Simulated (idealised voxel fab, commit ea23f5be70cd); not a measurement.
Proc. module: voxel quadruple lines
Each square cell in cross-section cut measures 5 nm, and the section as a whole is 205 nm wide.
Cross-section layout: square cells on a grid; listed as bands, top to bottom; a band spans one or more cell rows. Look at the band entry: it leads with the top's height and the bottom's height in nm. Then it lists the materials left to right, with a width in nm for each. The word "full width" on a single material says that material fills the band edge to edge. The word "blank" is empty space. Zero point of the height axis is 0; under it, received wafer = one material. Lowest band: continues down indefinitely, "z 0 and below". It should be noted that a width expressed as "30..40" varies in equal increments from row to row of cells within the band, taking the value of the first number at the top row and that of the second number at the bottom row. Any step labelled "remained unchanged" changed none of the cells in the cross-section. "Closed void inventory": sealed empty spaces, 8 cells or more, no open way to top, listed width x height at distance, with distance from the left edge and width, height and distance in nm. Heads up: the bit after the settings on a step's line is the simulator's remark on that step. A step's line can hold "overlay nm"; with a mask on that step, the setting says how far right of the planned place the mask lay, while a negative setting says it lay to the left.

Below is the list of planned process steps
1 RECEIVE [material Si]
2 CONFORMAL_DEP [material Al2O3] [thk nm 5]
3 DIRECTIONAL_DEP [material W] [thk nm 10]
4 DIRECTIONAL_DEP [material polySi] [thk nm 20]
5 DIRECTIONAL_DEP [material aC] [thk nm 20]
6 PATTERN [tone cover] [mask id MANDREL] [material resist] [width nm 25] [thk nm 30] [overlay nm 0]
7 DIRECTIONAL_ETCH [etch materials aC] [depth nm 20]
8 STRIP [etch materials resist]
9 CONFORMAL_DEP [material SiO2] [thk nm 15]
10 DIRECTIONAL_ETCH [etch materials SiO2] [depth nm 15]
11 STRIP [etch materials aC]
12 DIRECTIONAL_ETCH [etch materials polySi] [depth nm 20]
13 STRIP [etch materials SiO2]
14 CONFORMAL_DEP [material SiN] [thk nm 5]
15 DIRECTIONAL_ETCH [etch materials SiN] [depth nm 5]
16 STRIP [etch materials polySi]
17 DIRECTIONAL_ETCH [etch materials W] [depth nm 10]
18 STRIP [etch materials SiN]

Here's what the wafer looked like in cross-section when it arrived - that's after step 1
* z 0 and below | Si full width
* Closed void inventory: none

Here's the wafer cut in cross-section after the module, started and planned just like above, except one thing was done wrong in the run
* z 15 to 5 | blank=85  W=5  blank=25  W=5  blank=85
* z 5 to 0 | Al2O3 full width
* z 0 and below | Si full width
* Closed void inventory: none
What was done differently from what was planned? step 6 did not happen as planned, as run it was PATTERN [tone open] [mask id MANDREL] [material resist] [width nm 25] [thk nm 30] [overlay nm 0]
